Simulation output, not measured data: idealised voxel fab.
The document below concerns the process module designated voxel released beams.
Square cells of 5 nm make up the cross-section cut, whose width is 245 nm.
A cross-section is written here as square cells arranged in a grid, and it is given in bands from the top down, each band taking up one or more rows of cells. Top height, bottom height, nm. Materials left to right, width each, nm. Single material + "throughout" = fills band edge to edge. "blank" = empty. Heights from 0 (as-received wafer is one material below). Bottom band endless downward, as "top 0, no bottom". Width "30..40": first value at the band's top row of cells, second value at its bottom row, equal change from row to row. Step marked "everything unchanged"? Then no cell in the cross-section changed in it. The label "Fully enclosed voids" introduces a list of the empty spaces, 8 cells or larger, that have no open way up to the top; each entry in it reads width x height at distance, where the distance is taken from the left edge and all three are stated in nm. Heads up: the bit after the settings on a step's line is the simulator's remark on that step. A step line may carry the setting "overlay nm", which, for steps involving a mask, states the distance by which the mask lay to the right of its intended position; negative values denote displacement to the left. Each pair below shows a cross-section before one step and the cross-section after it, down to the lowest band that changed. The line under each pair gives the step between them, with its settings. The pairs can come from different runs of this module on the same starting wafer, so a pair continues from the pair above only where its "Cross-section, before" says so.

**Cross-section, before**
    top 0, no bottom | Si throughout
    Fully enclosed voids: none

**Sectional View, Post-Process**
    top 5, bottom 0 | Al2O3 throughout
    Note: structure below 0 unchanged.
    Fully enclosed voids: none
Between before and after as drawn above: op CONFORMAL_DEP | material Al2O3 | thk nm 5

Cross-section, before: = after-state of the pair above.

**Sectional View, Post-Process**
    top 15, bottom 5 | SiO2 throughout
    Note: structure below 5 unchanged.
    Fully enclosed voids: none
Between before and after as drawn above: op DIRECTIONAL_DEP | material SiO2 | thk nm 10

Cross-section, before: = after-state of the pair above.

**Sectional View, Post-Process**
    top 35, bottom 15 | resist 70  blank 25  resist 150
    Note: structure below 15 unchanged.
    Fully enclosed voids: none
Between before and after as drawn above: op PATTERN | tone open | mask id ANCHOR | material resist | width nm 25 | thk nm 20 | overlay nm 0

Cross-section, before: = after-state of the pair above.

**Sectional View, Post-Process**
    top 35, bottom 15 | resist 70  blank 25  resist 150
    top 15, bottom 5 | SiO2 70  blank 25  SiO2 150
    Note: structure below 5 unchanged.
    Fully enclosed voids: none
Between before and after as drawn above: op DIRECTIONAL_ETCH | etch materials SiO2 | depth nm 10

Cross-section, before: = after-state of the pair above.

**Sectional View, Post-Process**
    top 15, bottom 5 | SiO2 70  blank 25  SiO2 150
    Note: structure below 5 unchanged.
    Fully enclosed voids: none
Between before and after as drawn above: op STRIP | etch materials resist

Cross-section, before: = after-state of the pair above.

**Sectional View, Post-Process**
    top 25, bottom 15 | SiN 80  blank 5  SiN 160
    top 15, bottom 5 | SiO2 70  SiN 25  SiO2 150
    Note: structure below 5 unchanged.
    Fully enclosed voids: none
Between before and after as drawn above: op CONFORMAL_DEP | material SiN | thk nm 10

Cross-section, before: = after-state of the pair above.

**Sectional View, Post-Process**
    top 25, bottom 15 | blank 65  SiN 15  blank 5  SiN 85  blank 75
    Note: structure below 15 unchanged.
    Fully enclosed voids: none
Between before and after as drawn above: op MASKED_ETCH | tone cover | mask id BEAM | width nm 105 | etch materials SiN | depth nm 10 | overlay nm 0

Cross-section, before: = after-state of the pair above.

**Sectional View, Post-Process**
    top 25, bottom 15 | blank 65  SiN 15  blank 5  SiN 85  blank 75
    top 15, bottom 5 | blank 70  SiN 25  blank 150
    Note: structure below 5 unchanged.
    Fully enclosed voids: none
Between before and after as drawn above: op STRIP | etch materials SiO2

**Cross-section, before**
    top 0, no bottom | Si throughout
    Fully enclosed voids: none

**Sectional View, Post-Process**
    top 10, bottom 0 | SiO2 throughout
    Note: structure below 0 unchanged.
    Fully enclosed voids: none
Between before and after as drawn above: op DIRECTIONAL_DEP | material SiO2 | thk nm 10

Cross-section, before: = after-state of the pair above.

**Sectional View, Post-Process**
    top 30, bottom 10 | resist 70  blank 25  resist 150
    Note: structure below 10 unchanged.
    Fully enclosed voids: none
Between before and after as drawn above: op PATTERN | tone open | mask id ANCHOR | material resist | width nm 25 | thk nm 20 | overlay nm 0

Cross-section, before: = after-state of the pair above.

**Sectional View, Post-Process**
    top 30, bottom 10 | resist 70  blank 25  resist 150
    top 10, bottom 0 | SiO2 70  blank 25  SiO2 150
    Note: structure below 0 unchanged.
    Fully enclosed voids: none
Between before and after as drawn above: op DIRECTIONAL_ETCH | etch materials SiO2 | depth nm 10

Cross-section, before: = after-state of the pair above.

**Sectional View, Post-Process**
    top 10, bottom 0 | SiO2 70  blank 25  SiO2 150
    Note: structure below 0 unchanged.
    Fully enclosed voids: none
Between before and after as drawn above: op STRIP | etch materials resist

Cross-section, before: = after-state of the pair above.

**Sectional View, Post-Process**
    top 20, bottom 10 | SiN 80  blank 5  SiN 160
    top 10, bottom 0 | SiO2 70  SiN 25  SiO2 150
    Note: structure below 0 unchanged.
    Fully enclosed voids: none
Between before and after as drawn above: op CONFORMAL_DEP | material SiN | thk nm 10

Cross-section, before: = after-state of the pair above.

**Sectional View, Post-Process**
    top 20, bottom 10 | blank 65  SiN 15  blank 5  SiN 85  blank 75
    Note: structure below 10 unchanged.
    Fully enclosed voids: none
Between before and after as drawn above: op MASKED_ETCH | tone cover | mask id BEAM | width nm 105 | etch materials SiN | depth nm 10 | overlay nm 0

Cross-section, before: = after-state of the pair above.

**Sectional View, Post-Process**
    top 20, bottom 10 | blank 65  SiN 15  blank 5  SiN 85  blank 75
    top 10, bottom 0 | blank 70  SiN 25  blank 150
    Note: structure below 0 unchanged.
    Fully enclosed voids: none
Between before and after as drawn above: op STRIP | etch materials SiO2

**Cross-section, before**
    top 10, bottom 0 | SiO2 throughout
    top 0, no bottom | Si throughout
    Fully enclosed voids: none

**Sectional View, Post-Process**
    top 15, bottom 10 | Al2O3 throughout
    Note: structure below 10 unchanged.
    Fully enclosed voids: none
Between before and after as drawn above: op CONFORMAL_DEP | material Al2O3 | thk nm 5

Cross-section, before: = after-state of the pair above.

**Sectional View, Post-Process**
    top 35, bottom 15 | resist 70  blank 25  resist 150
    Note: structure below 15 unchanged.
    Fully enclosed voids: none
Between before and after as drawn above: op PATTERN | tone open | mask id ANCHOR | material resist | width nm 25 | thk nm 20 | overlay nm 0

Cross-section, before: = after-state of the pair above.

**Sectional View, Post-Process**
    top 15, bottom 10 | Al2O3 throughout
    Note: structure below 10 unchanged.
    Fully enclosed voids: none
Between before and after as drawn above: op STRIP | etch materials resist

Cross-section, before: = after-state of the pair above.

**Sectional View, Post-Process**
    top 25, bottom 15 | SiN throughout
    Note: structure below 15 unchanged.
    Fully enclosed voids: none
Between before and after as drawn above: op CONFORMAL_DEP | material SiN | thk nm 10

Cross-section, before: = after-state of the pair above.

**Sectional View, Post-Process**
    top 25, bottom 15 | blank 65  SiN 105  blank 75
    Note: structure below 15 unchanged.
    Fully enclosed voids: none
Between before and after as drawn above: op MASKED_ETCH | tone cover | mask id BEAM | width nm 105 | etch materials SiN | depth nm 10 | overlay nm 0

**Cross-section, before**
    top 15, bottom 5 | SiO2 70  blank 25  SiO2 150
    top 5, bottom 0 | Al2O3 throughout
    top 0, no bottom | Si throughout
    Fully enclosed voids: none

**Sectional View, Post-Process**
    top 20, bottom 15 | SiN 75  blank 15  SiN 155
    top 15, bottom 10 | SiO2 70  SiN 5  blank 15  SiN 5  SiO2 150
    top 10, bottom 5 | SiO2 70  SiN 25  SiO2 150
    Note: structure below 5 unchanged.
    Fully enclosed voids: none
Between before and after as drawn above: op CONFORMAL_DEP | material SiN | thk nm 5

Cross-section, before: = after-state of the pair above.

**Sectional View, Post-Process**
    top 20, bottom 15 | blank 65  SiN 10  blank 15  SiN 80  blank 75
    Note: structure below 15 unchanged.
    Fully enclosed voids: none
Between before and after as drawn above: op MASKED_ETCH | tone cover | mask id BEAM | width nm 105 | etch materials SiN | depth nm 10 | overlay nm 0

Cross-section, before: = after-state of the pair above.

**Sectional View, Post-Process**
    top 20, bottom 10 | blank 65..70  SiN 10..5  blank 15  SiN 80..5  blank 75..150
    top 10, bottom 5 | blank 70  SiN 25  blank 150
    Note: structure below 5 unchanged.
    Fully enclosed voids: none
Between before and after as drawn above: op STRIP | etch materials SiO2

**Cross-section, before**
    top 25, bottom 15 | SiN 80  blank 5  SiN 160
    top 15, bottom 5 | SiO2 70  SiN 25  SiO2 150
    top 5, bottom 0 | Al2O3 throughout
    top 0, no bottom | Si throughout
    Fully enclosed voids: none

**Sectional View, Post-Process**
    top 25, bottom 15 | blank 60  SiN 20  blank 5  SiN 90  blank 70
    Note: structure below 15 unchanged.
    Fully enclosed voids: none
Between before and after as drawn above: op MASKED_ETCH | tone cover | mask id BEAM | width nm 115 | etch materials SiN | depth nm 10 | overlay nm 0

Cross-section, before: = after-state of the pair above.

**Sectional View, Post-Process**
    top 25, bottom 15 | blank 60  SiN 20  blank 5  SiN 90  blank 70
    top 15, bottom 5 | blank 70  SiN 25  blank 150
    Note: structure below 5 unchanged.
    Fully enclosed voids: none
Between before and after as drawn above: op STRIP | etch materials SiO2

**Cross-section, before**
    top 25, bottom 15 | SiN 80  blank 5  SiN 160
    top 15, bottom 5 | SiO2 70  SiN 25  SiO2 150
    top 5, bottom 0 | Al2O3 throughout
    top 0, no bottom | Si throughout
    Fully enclosed voids: none

**Sectional View, Post-Process**
    top 25, bottom 15 | blank 55  SiN 25  blank 5  SiN 75  blank 85
    Note: structure below 15 unchanged.
    Fully enclosed voids: none
Between before and after as drawn above: op MASKED_ETCH | tone cover | mask id BEAM | width nm 105 | etch materials SiN | depth nm 10 | overlay nm -10

Cross-section, before: = after-state of the pair above.

**Sectional View, Post-Process**
    top 25, bottom 15 | blank 55  SiN 25  blank 5  SiN 75  blank 85
    top 15, bottom 5 | blank 70  SiN 25  blank 150
    Note: structure below 5 unchanged.
    Fully enclosed voids: none
Between before and after as drawn above: op STRIP | etch materials SiO2

**Cross-section, before**
    top 35, bottom 15 | resist 70  blank 25  resist 150
    top 15, bottom 5 | SiO2 70  blank 25  SiO2 150
    top 5, bottom 0 | Al2O3 throughout
    top 0, no bottom | Si throughout
    Fully enclosed voids: none

**Sectional View, Post-Process**
    top 0, no bottom | Si throughout
    Fully enclosed voids: none
Between before and after as drawn above: op STRIP | etch materials Al2O3

Cross-section, before: = after-state of the pair above.

**Sectional View, Post-Process**
    top 10, bottom 0 | SiN throughout
    Note: structure below 0 unchanged.
    Fully enclosed voids: none
Between before and after as drawn above: op CONFORMAL_DEP | material SiN | thk nm 10

Cross-section, before: = after-state of the pair above.

**Sectional View, Post-Process**
    top 10, bottom 0 | blank 65  SiN 105  blank 75
    Note: structure below 0 unchanged.
    Fully enclosed voids: none
Between before and after as drawn above: op MASKED_ETCH | tone cover | mask id BEAM | width nm 105 | etch materials SiN | depth nm 10 | overlay nm 0

**Cross-section, before**
    top 25, bottom 15 | SiN 80  blank 5  SiN 160
    top 15, bottom 5 | SiO2 70  SiN 25  SiO2 150
    top 5, bottom 0 | Al2O3 throughout
    top 0, no bottom | Si throughout
    Fully enclosed voids: none

**Sectional View, Post-Process**
    top 25, bottom 15 | SiN 65  blank 105  SiN 75
    top 15, bottom 5 | SiO2 70  SiN 10  blank 5  SiN 10  SiO2 150
    Note: structure below 5 unchanged.
    Fully enclosed voids: none
Between before and after as drawn above: op MASKED_ETCH | tone open | mask id BEAM | width nm 105 | etch materials SiN | depth nm 10 | overlay nm 0

Cross-section, before: = after-state of the pair above.

**Sectional View, Post-Process**
    top 15, bottom 5 | blank 70  SiN 10  blank 5  SiN 10  blank 150
    Note: structure below 5 unchanged.
    Fully enclosed voids: none
Between before and after as drawn above: op STRIP | etch materials SiO2
